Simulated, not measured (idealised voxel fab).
Process module heading - voxel transistor to metal
Each square cell in cross-section cut measures 5 nm, and the section as a whole is 275 nm wide.
Cross-section, as written here: a square-cell grid given band by band from the top down, where a band holds one or more rows of cells.
Read a band's entry like this: the first values are the height of its top and the height of its bottom in nm, and what follows is the sequence of materials from left to right, each with its width in nm. Note that "air" is empty space, and that a single material marked "edge to edge" reaches across the band from edge to edge.
Ref level 0: as-received wafer is one material below here. Bottom band extends down with no lower bound ("0 -> down").
With a width like "30 to 40", each row of cells in the band differs from the next by the same amount, the top row carrying the first number and the bottom row the second.
For the purposes of this document, the phrase "same as before" attached to a step denotes that no cell within the cross-section was modified by that step.
"Closed internal voids": empty spaces of 8 cells or more with no open way to the top, each given as width x height at distance, distance from the left edge, all in nm.
On a step's line, text after the settings is the simulator commenting on that step.
You can add "overlay nm" to a step's line. For a step with a mask, it describes how far the mask lay to the right of its planned position, and a negative number describes a lay to the left.

-- Steps planned for the process
| 1 | RECEIVE, material Si |
| 2 | OXIDIZE, depth nm 5 |
| 3 | CONFORMAL_DEP, material SiN, thk nm 15 |
| 4 | MASKED_ETCH, tone cover, mask id ACTIVE, width nm 105, pitch nm 125, etch materials SiN, depth nm 15, overlay nm 0 |
| 5 | MASKED_ETCH, tone cover, mask id ACTIVE, width nm 105, pitch nm 125, etch materials SiO2, depth nm 5, overlay nm 0 |
| 6 | MASKED_ETCH, tone cover, mask id ACTIVE, width nm 105, pitch nm 125, etch materials Si, depth nm 20, overlay nm 0 |
| 7 | FILL_DEP, material SiO2, thk nm 10 |
| 8 | CMP, height nm 15 |
| 9 | SELECTIVE_ETCH, etch materials SiO2, depth nm 5 |
| 10 | STRIP, etch materials SiN |
| 11 | SELECTIVE_ETCH, etch materials SiO2, depth nm 5 |
| 12 | OXIDIZE, depth nm 5 |
| 13 | DIRECTIONAL_DEP, material polySi, thk nm 20 |
| 14 | DIRECTIONAL_DEP, material SiCN, thk nm 15 |
| 15 | DIRECTIONAL_DEP, material aC, thk nm 10 |
| 16 | PATTERN, tone cover, mask id GATE, material resist, width nm 25, pitch nm 125, thk nm 30, overlay nm 0 |
| 17 | DIRECTIONAL_ETCH, etch materials aC, depth nm 10 |
| 18 | STRIP, etch materials resist |
| 19 | DIRECTIONAL_ETCH, etch materials SiCN, depth nm 25 |
| 20 | DIRECTIONAL_ETCH, etch materials polySi, depth nm 30 |
| 21 | STRIP, etch materials aC |
| 22 | CONFORMAL_DEP, material SiN, thk nm 10 |
| 23 | DIRECTIONAL_ETCH, etch materials SiN, depth nm 10 |
| 24 | DIRECTIONAL_ETCH, etch materials SiO2, depth nm 5 |
| 25 | DIRECTIONAL_ETCH, etch materials Si, depth nm 10 |
| 26 | EPI, material nSi, thk nm 10 |
| 27 | FILL_DEP, material SiO2, thk nm 5 |
| 28 | CMP, height nm 15 |
| 29 | STRIP, etch materials polySi |
| 30 | SELECTIVE_ETCH, etch materials SiO2, depth nm 5 |
| 31 | CONFORMAL_DEP, material HfO2, thk nm 5 |
| 32 | CONFORMAL_DEP, material TiN, thk nm 5 |
| 33 | FILL_DEP, material W, thk nm 5 |
| 34 | CMP, height nm 10 |
| 35 | DIRECTIONAL_DEP, material SiO2, thk nm 15 |
| 36 | DIRECTIONAL_DEP, material aC, thk nm 15 |
| 37 | PATTERN, tone open, mask id CONTACT, material resist, width nm 20, thk nm 30, overlay nm 0 |
| 38 | DIRECTIONAL_ETCH, etch materials aC, depth nm 15 |
| 39 | STRIP, etch materials resist |
| 40 | DIRECTIONAL_ETCH, etch materials SiO2, depth nm 35 |
| 41 | STRIP, etch materials aC |
| 42 | CONFORMAL_DEP, material TiN, thk nm 5 |
| 43 | FILL_DEP, material W, thk nm 10 |
| 44 | CMP, height nm 25 |
| 45 | DIRECTIONAL_DEP, material TiN, thk nm 5 |
| 46 | DIRECTIONAL_DEP, material Ru, thk nm 15 |
| 47 | PATTERN, tone cover, mask id METAL_1, material resist, width nm 20, thk nm 15, overlay nm 0 |
| 48 | DIRECTIONAL_ETCH, etch materials Ru, depth nm 15 |
| 49 | DIRECTIONAL_ETCH, etch materials TiN, depth nm 5 |
| 50 | STRIP, etch materials resist |
| 51 | FILL_DEP, material SiO2, thk nm 5 |
| 52 | CMP, height nm 45 |
| 53 | CONFORMAL_DEP, material SiCN, thk nm 5 |

-- Cross-sectional view of the wafer in its as-received condition, corresponding to the state after step 1
    0 -> down = Si edge to edge
    Closed internal voids: none

-- The first of two wafers, cross-sectioned at the end of the module, with the run proceeding as planned
    50 -> 45 = SiCN edge to edge
    45 -> 30 = SiO2=25 | Ru=20 | SiO2=55 | Ru=20 | SiO2=30 | Ru=20 | SiO2=55 | Ru=20 | SiO2=30
    30 -> 25 = SiO2=25 | TiN=20 | SiO2=55 | TiN=20 | SiO2=30 | TiN=20 | SiO2=55 | TiN=20 | SiO2=30
    25 -> 10 = SiO2=25 | TiN=5 | W=10 | TiN=5 | SiO2=55 | TiN=5 | W=10 | TiN=5 | SiO2=30 | TiN=5 | W=10 | TiN=5 | SiO2=55 | TiN=5 | W=10 | TiN=5 | SiO2=30
    10 -> 5 = SiO2=25 | TiN=5 | W=10 | TiN=5 | SiO2=5 | SiN=10 | HfO2=5 | TiN=5 | W=5 | TiN=5 | HfO2=5 | SiN=10 | SiO2=5 | TiN=5 | W=10 | TiN=5 | SiO2=30 | TiN=5 | W=10 | TiN=5 | SiO2=5 | SiN=10 | HfO2=5 | TiN=5 | W=5 | TiN=5 | HfO2=5 | SiN=10 | SiO2=5 | TiN=5 | W=10 | TiN=5 | SiO2=30
    5 -> 0 = SiO2=15 | SiN=10 | TiN=20 | SiO2=5 | SiN=10 | HfO2=5 | TiN=5 | W=5 | TiN=5 | HfO2=5 | SiN=10 | SiO2=5 | TiN=20 | SiN=10 | SiO2=10 | SiN=10 | TiN=20 | SiO2=5 | SiN=10 | HfO2=5 | TiN=5 | W=5 | TiN=5 | HfO2=5 | SiN=10 | SiO2=5 | TiN=20 | SiN=10 | SiO2=20
    0 -> -5 = SiO2=15 | SiN=10 | nSi=10 | TiN=5 | nSi=10 | SiN=10 | HfO2=5 | TiN=15 | HfO2=5 | SiN=10 | nSi=10 | TiN=5 | nSi=10 | SiN=10 | SiO2=10 | SiN=10 | nSi=10 | TiN=5 | nSi=10 | SiN=10 | HfO2=5 | TiN=15 | HfO2=5 | SiN=10 | nSi=10 | TiN=5 | nSi=10 | SiN=10 | SiO2=20
    -5 -> -10 = SiO2=25 | nSi=10 | TiN=5 | nSi=10 | SiO2=5 | HfO2=35 | SiO2=5 | nSi=10 | TiN=5 | nSi=10 | SiO2=30 | nSi=10 | TiN=5 | nSi=10 | SiO2=5 | HfO2=35 | SiO2=5 | nSi=10 | TiN=5 | nSi=10 | SiO2=30
    -10 -> -20 = SiO2=20 | Si=5 | nSi=25 | Si=45 | nSi=25 | Si=5 | SiO2=20 | Si=5 | nSi=25 | Si=45 | nSi=25 | Si=5 | SiO2=25
    -20 -> -25 = SiO2=20 | Si=105 | SiO2=20 | Si=105 | SiO2=25
    -25 -> down = Si edge to edge
    Closed internal voids: none

-- Cross-section, wafer two of two, end of module: same start and plan as wafer one, one error in execution
    50 -> 45 = SiCN edge to edge
    45 -> 30 = SiO2=25 | Ru=20 | SiO2=55 | Ru=20 | SiO2=30 | Ru=20 | SiO2=55 | Ru=20 | SiO2=30
    30 -> 25 = SiO2=25 | TiN=20 | SiO2=55 | TiN=20 | SiO2=30 | TiN=20 | SiO2=55 | TiN=20 | SiO2=30
    25 -> 10 = SiO2=25 | TiN=5 | W=10 | TiN=5 | SiO2=55 | TiN=5 | W=10 | TiN=5 | SiO2=30 | TiN=5 | W=10 | TiN=5 | SiO2=55 | TiN=5 | W=10 | TiN=5 | SiO2=30
    10 -> 5 = SiO2=25 | TiN=5 | W=10 | TiN=5 | SiO2=10 | SiN=10 | HfO2=5 | TiN=5 | HfO2=5 | SiN=10 | SiO2=10 | TiN=5 | W=10 | TiN=5 | SiO2=30 | TiN=5 | W=10 | TiN=5 | SiO2=10 | SiN=10 | HfO2=5 | TiN=5 | HfO2=5 | SiN=10 | SiO2=10 | TiN=5 | W=10 | TiN=5 | SiO2=30
    5 -> 0 = SiO2=15 | SiN=10 | TiN=20 | SiO2=10 | SiN=10 | HfO2=5 | TiN=5 | HfO2=5 | SiN=10 | SiO2=10 | TiN=20 | SiN=10 | SiO2=10 | SiN=10 | TiN=20 | SiO2=10 | SiN=10 | HfO2=5 | TiN=5 | HfO2=5 | SiN=10 | SiO2=10 | TiN=20 | SiN=10 | SiO2=20
    0 -> -5 = SiO2=15 | SiN=10 | nSi=10 | TiN=10 | nSi=10 | SiN=10 | HfO2=5 | TiN=5 | HfO2=5 | SiN=10 | nSi=10 | TiN=10 | nSi=10 | SiN=10 | SiO2=10 | SiN=10 | nSi=10 | TiN=10 | nSi=10 | SiN=10 | HfO2=5 | TiN=5 | HfO2=5 | SiN=10 | nSi=10 | TiN=10 | nSi=10 | SiN=10 | SiO2=20
    -5 -> -10 = SiO2=25 | nSi=10 | TiN=10 | nSi=10 | SiO2=5 | HfO2=25 | SiO2=5 | nSi=10 | TiN=10 | nSi=10 | SiO2=30 | nSi=10 | TiN=10 | nSi=10 | SiO2=5 | HfO2=25 | SiO2=5 | nSi=10 | TiN=10 | nSi=10 | SiO2=30
    -10 -> -20 = SiO2=20 | Si=5 | nSi=30 | Si=35 | nSi=30 | Si=5 | SiO2=20 | Si=5 | nSi=30 | Si=35 | nSi=30 | Si=5 | SiO2=25
    -20 -> -25 = SiO2=20 | Si=105 | SiO2=20 | Si=105 | SiO2=25
    -25 -> down = Si edge to edge
    Closed internal voids: none
Plan not followed: it should be noted that step 16 was executed with settings other than those planned, the operation and settings actually applied being PATTERN, tone cover, mask id GATE, material resist, width nm 15, pitch nm 125, thk nm 30, overlay nm 0
Materials where the second wafer ends with more or fewer cells than the first: HfO2: 4 fewer, Si: 8 fewer, SiO2: 8 more, W: 4 fewer, nSi: 8 more
